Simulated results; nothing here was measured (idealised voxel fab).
The process module that follows is named voxel fin reveal.
Section cut is 285 nm wide and gridded with 5 nm square cells.
How to read a cross-section here: the picture is a grid of square cells, written as bands going from the top down, and any band can span one or more rows of cells.
Each band's line starts with the height of the band's top and of its bottom, in nm. Then come its materials from left to right, each with its width in nm. One material with "edge to edge" fills the band from edge to edge. "empty" is empty space.
Heights are measured from 0, the level below which the as-received wafer is all one material; the lowest band has no bottom and continues downward, written as in "from 0 down".
Think of "30 to 40" as a width that walks from the first number to the second as you go down the band, top row to bottom row, taking equal-sized steps from row to row.
The cross-section has no changed cell in any step marked "all unchanged".
"Sealed void list" contains a list of empty spaces, each no smaller than 8 cells and without an open way to the top, written in the form width x height at distance with the distance from the left edge and all three in nm.
That trailing text on a step's line, after the settings, is the simulator's own remark on the step.
The line of a step may include "overlay nm". On a step with a mask, this value is how far to the right of its planned place the mask lay. A negative value means the mask lay to the left.
This section lists the process steps that were planned:
1,op RECEIVE | material Si
2,op CONFORMAL_DEP | material SiN | thk nm 10
3,op DIRECTIONAL_DEP | material aC | thk nm 15
4,op PATTERN | tone cover | mask id FINS | material resist | width nm 15 | pitch nm 40 | thk nm 30 | overlay nm 0
5,op DIRECTIONAL_ETCH | etch materials aC | depth nm 15
6,op STRIP | etch materials resist
7,op DIRECTIONAL_ETCH | etch materials SiN | depth nm 10
8,op DIRECTIONAL_ETCH | etch materials Si | depth nm 35
9,op STRIP | etch materials aC
10,op FILL_DEP | material SiO2 | thk nm 10
11,op CMP | height nm 10
12,op SELECTIVE_ETCH | etch materials SiO2 | depth nm 20
13,op STRIP | etch materials SiN
14,op CONFORMAL_DEP | material HfO2 | thk nm 5
So this is the incoming wafer in cross-section - it's already been through step 1:
* from 0 down  Si edge to edge
* Sealed void list: none
Cross-sectional image of the first of two wafers at the end of the module, the run having proceeded as planned:
* from 5 to 0  empty: 90 | HfO2: 25 | empty: 15 | HfO2: 25 | empty: 15 | HfO2: 25 | empty: 90
* from 0 to -5  empty: 90 | HfO2: 5 | Si: 15 | HfO2: 5 | empty: 15 | HfO2: 5 | Si: 15 | HfO2: 5 | empty: 15 | HfO2: 5 | Si: 15 | HfO2: 5 | empty: 90
* from -5 to -10  HfO2: 95 | Si: 15 | HfO2: 25 | Si: 15 | HfO2: 25 | Si: 15 | HfO2: 95
* from -10 to -35  SiO2: 95 | Si: 15 | SiO2: 25 | Si: 15 | SiO2: 25 | Si: 15 | SiO2: 95
* from -35 down  Si edge to edge
* Sealed void list: none
Presented here is a cross-section of the second of the two wafers as it stood at the end of the module. It was started in the same manner and assigned the same plan as the first wafer; however, one mistake was made in its execution:
* from 5 to 0  empty: 90 | HfO2: 25 | empty: 15 | HfO2: 25 | empty: 15 | HfO2: 25 | empty: 90
* from 0 to -5  empty: 90 | HfO2: 5 | Si: 15 | HfO2: 5 | empty: 15 | HfO2: 5 | Si: 15 | HfO2: 5 | empty: 15 | HfO2: 5 | Si: 15 | HfO2: 5 | empty: 90
* from -5 to -10  HfO2: 95 | Si: 15 | HfO2: 25 | Si: 15 | HfO2: 25 | Si: 15 | HfO2: 95
* from -10 to -30  SiO2: 95 | Si: 15 | SiO2: 25 | Si: 15 | SiO2: 25 | Si: 15 | SiO2: 95
* from -30 down  Si edge to edge
* Sealed void list: none
Diagnosis: rather than as planned, step 8 actually ran as op DIRECTIONAL_ETCH | etch materials Si | depth nm 30
The closing comparison, in cells, has the second wafer with more or fewer of some materials than the first: 48 more of Si; 48 fewer of SiO2
